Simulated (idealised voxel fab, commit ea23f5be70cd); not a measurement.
Presented below is a process module, voxel self aligned contacts.
This is section cut - it's 215 nm across, gridded in 5 nm square cells.
A cross-section is a grid of square cells, given in bands from the top down. A band is one or more rows of cells.
Heights first: top, then bottom, in nm. Then materials, left to right, each with a width in nm. "all across" on a single material: fills the band edge to edge. "air": empty space.
Height reference: 0 = level under which incoming wafer is all one material. Lowest band: no bottom, runs on downward, e.g. "0 nm and below".
With a width like "30 to 40", each row of cells in the band differs from the next by the same amount, the top row carrying the first number and the bottom row the second.
What does "nothing was modified" mean for a step? It means no cell of the cross-section changed in that step.
Closed-off voids of 8+ cells (no open route to the top) go in "Completely sealed voids", written width x height at distance from the left edge, in nm.
Past the settings on a step's line: simulator remark, on that step.
overlay nm: where the mask lay relative to plan, measured to the right, on steps with a mask; negatives go left.

Planned step list for the process
| 1 | RECEIVE [material Si] |
| 2 | CONFORMAL_DEP [material SiO2] [thk nm 5] |
| 3 | DIRECTIONAL_DEP [material polySi] [thk nm 30] |
| 4 | DIRECTIONAL_DEP [material SiN] [thk nm 25] |
| 5 | PATTERN [tone cover] [mask id GATE] [material resist] [width nm 30] [pitch nm 70] [thk nm 15] [overlay nm 0] |
| 6 | DIRECTIONAL_ETCH [etch materials SiN] [depth nm 25] |
| 7 | DIRECTIONAL_ETCH [etch materials polySi] [depth nm 30] |
| 8 | STRIP [etch materials resist] |
| 9 | CONFORMAL_DEP [material SiN] [thk nm 10] |
| 10 | DIRECTIONAL_ETCH [etch materials SiN] [depth nm 10] |
| 11 | FILL_DEP [material SiO2] [thk nm 10] |
| 12 | CMP [height nm 65] |
| 13 | DIRECTIONAL_DEP [material aC] [thk nm 15] |
| 14 | PATTERN [tone open] [mask id CONTACT] [material resist] [width nm 50] [pitch nm 70] [thk nm 35] [overlay nm 0] |
| 15 | DIRECTIONAL_ETCH [etch materials aC] [depth nm 15] |
| 16 | STRIP [etch materials resist] |
| 17 | DIRECTIONAL_ETCH [etch materials SiO2] [depth nm 65] |
| 18 | STRIP [etch materials aC] |
| 19 | CONFORMAL_DEP [material TiN] [thk nm 5] |
| 20 | FILL_DEP [material W] [thk nm 10] |
| 21 | CMP [height nm 65] |
| 22 | CONFORMAL_DEP [material SiN] [thk nm 5] |

Cross-section, incoming material, after step 1
  0 nm and below | Si all across
  Completely sealed voids: none

The plan above was carried out on the starting structure above with one mistake, and this cross-section shows the wafer at the end of the module
  70 nm to 65 nm | SiN all across
  65 nm to 60 nm | SiO2 45, TiN 20, W 10, TiN 20, SiO2 20, TiN 20, W 10, TiN 20, SiO2 50
  60 nm to 40 nm | SiO2 10, SiN 50, TiN 5, W 10, TiN 5, SiN 50, TiN 5, W 10, TiN 5, SiN 50, SiO2 15
  40 nm to 35 nm | SiO2 10, SiN 50, TiN 20, SiN 50, TiN 20, SiN 50, SiO2 15
  35 nm to 5 nm | W all across
  5 nm to 0 nm | SiO2 all across
  0 nm and below | Si all across
  Completely sealed voids: none
Processing error: step 3 deviated from plan and actually ran as DIRECTIONAL_DEP [material W] [thk nm 30]
